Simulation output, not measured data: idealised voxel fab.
The process module presented herein is designated voxel self aligned vias.
cross-section cut | 255 nm wide | cells 5 nm
Throughout this document, each cross-section is represented as a grid of square cells and is presented as a sequence of bands enumerated from the top downward, where a band comprises one or more rows of cells. For a band, the entry starts with two heights in nm, that of the top and then that of the bottom, and carries on with the band's materials in order from left to right, each alongside its width in nm; the word "edge to edge" beside a single material means it fills the band edge to edge, and "blank" means empty space. Heads up on the height convention: 0 is the point under which the incoming wafer is all one material, and the lowest band has no bottom, it just keeps going down, like "top 0, no bottom". A two-number width, for instance "30 to 40", indicates that the width is equal to the first number in the top row of the band and to the second number in the bottom row, and that it changes by a constant amount per row of cells. Given "nothing was modified" for a step, no cell of the cross-section differs between before and after that step. "Fully sealed cavities": empty spaces of 8 cells or more with no open way to the top, each given as width x height at distance, distance from the left edge, all in nm. Whatever follows a step's settings on its line is a remark the simulator itself makes about that step. The setting "overlay nm" may be written on the line of a step. When the step uses a mask, the value reports how far to the right of the planned place the mask lay, and a negative value reports that it lay to the left.
The process steps that were planned are listed below
1 RECEIVE: material Si
2 CONFORMAL_DEP: material SiO2, thk nm 10
3 CONFORMAL_DEP: material SiCN, thk nm 5
4 DIRECTIONAL_DEP: material SiO2, thk nm 25
5 DIRECTIONAL_DEP: material aC, thk nm 15
6 PATTERN: tone open, mask id LINES, material resist, width nm 25, pitch nm 75, thk nm 30, overlay nm 0
7 DIRECTIONAL_ETCH: etch materials aC, depth nm 15
8 STRIP: etch materials resist
9 DIRECTIONAL_ETCH: etch materials SiO2, depth nm 25
10 STRIP: etch materials aC
11 CONFORMAL_DEP: material TiN, thk nm 5
12 FILL_DEP: material Ru, thk nm 5
13 CMP: height nm 40
14 SELECTIVE_ETCH: etch materials W Ru TiN, depth nm 10
15 FILL_DEP: material SiN, thk nm 5
16 CMP: height nm 40
17 DIRECTIONAL_DEP: material SiO2, thk nm 15
18 PATTERN: tone open, mask id VIAS, material resist, width nm 45, pitch nm 150, thk nm 15, overlay nm 0
19 DIRECTIONAL_ETCH: etch materials SiO2, depth nm 15
20 DIRECTIONAL_ETCH: etch materials SiN, depth nm 10
21 STRIP: etch materials resist
22 CONFORMAL_DEP: material TiN, thk nm 5
23 FILL_DEP: material Cu, thk nm 10
24 CMP: height nm 55
25 CONFORMAL_DEP: material SiN, thk nm 5
As received (post step 1): cross-section
- top 0, no bottom | Si edge to edge
- Fully sealed cavities: none
The following cross-section depicts the wafer upon conclusion of the module. Processing commenced from the starting condition illustrated above and adhered to the plan illustrated above, save for one mistake in execution
- top 50, bottom 45 | SiN edge to edge
- top 45, bottom 40 | 30 nm SiO2, then 15 nm TiN, then 15 nm Cu, then 15 nm TiN, then 105 nm SiO2, then 15 nm TiN, then 15 nm Cu, then 15 nm TiN, then 30 nm SiO2
- top 40, bottom 35 | 40 nm SiO2, then 5 nm TiN, then 15 nm Cu, then 5 nm TiN, then 50 nm SiO2, then 25 nm SiN, then 50 nm SiO2, then 5 nm TiN, then 15 nm Cu, then 5 nm TiN, then 40 nm SiO2
- top 35, bottom 30 | 40 nm SiO2, then 25 nm TiN, then 50 nm SiO2, then 25 nm SiN, then 50 nm SiO2, then 25 nm TiN, then 40 nm SiO2
- top 30, bottom 20 | 40 nm SiO2, then 5 nm TiN, then 15 nm Ru, then 5 nm TiN, then 50 nm SiO2, then 5 nm TiN, then 15 nm Ru, then 5 nm TiN, then 50 nm SiO2, then 5 nm TiN, then 15 nm Ru, then 5 nm TiN, then 40 nm SiO2
- top 20, bottom 15 | 40 nm SiO2, then 25 nm TiN, then 50 nm SiO2, then 25 nm TiN, then 50 nm SiO2, then 25 nm TiN, then 40 nm SiO2
- top 15, bottom 10 | SiCN edge to edge
- top 10, bottom 0 | SiO2 edge to edge
- top 0, no bottom | Si edge to edge
- Fully sealed cavities: none
The plan and the run diverged here: step 24 ran with different settings than intended, the actual operation and settings being CMP: height nm 45
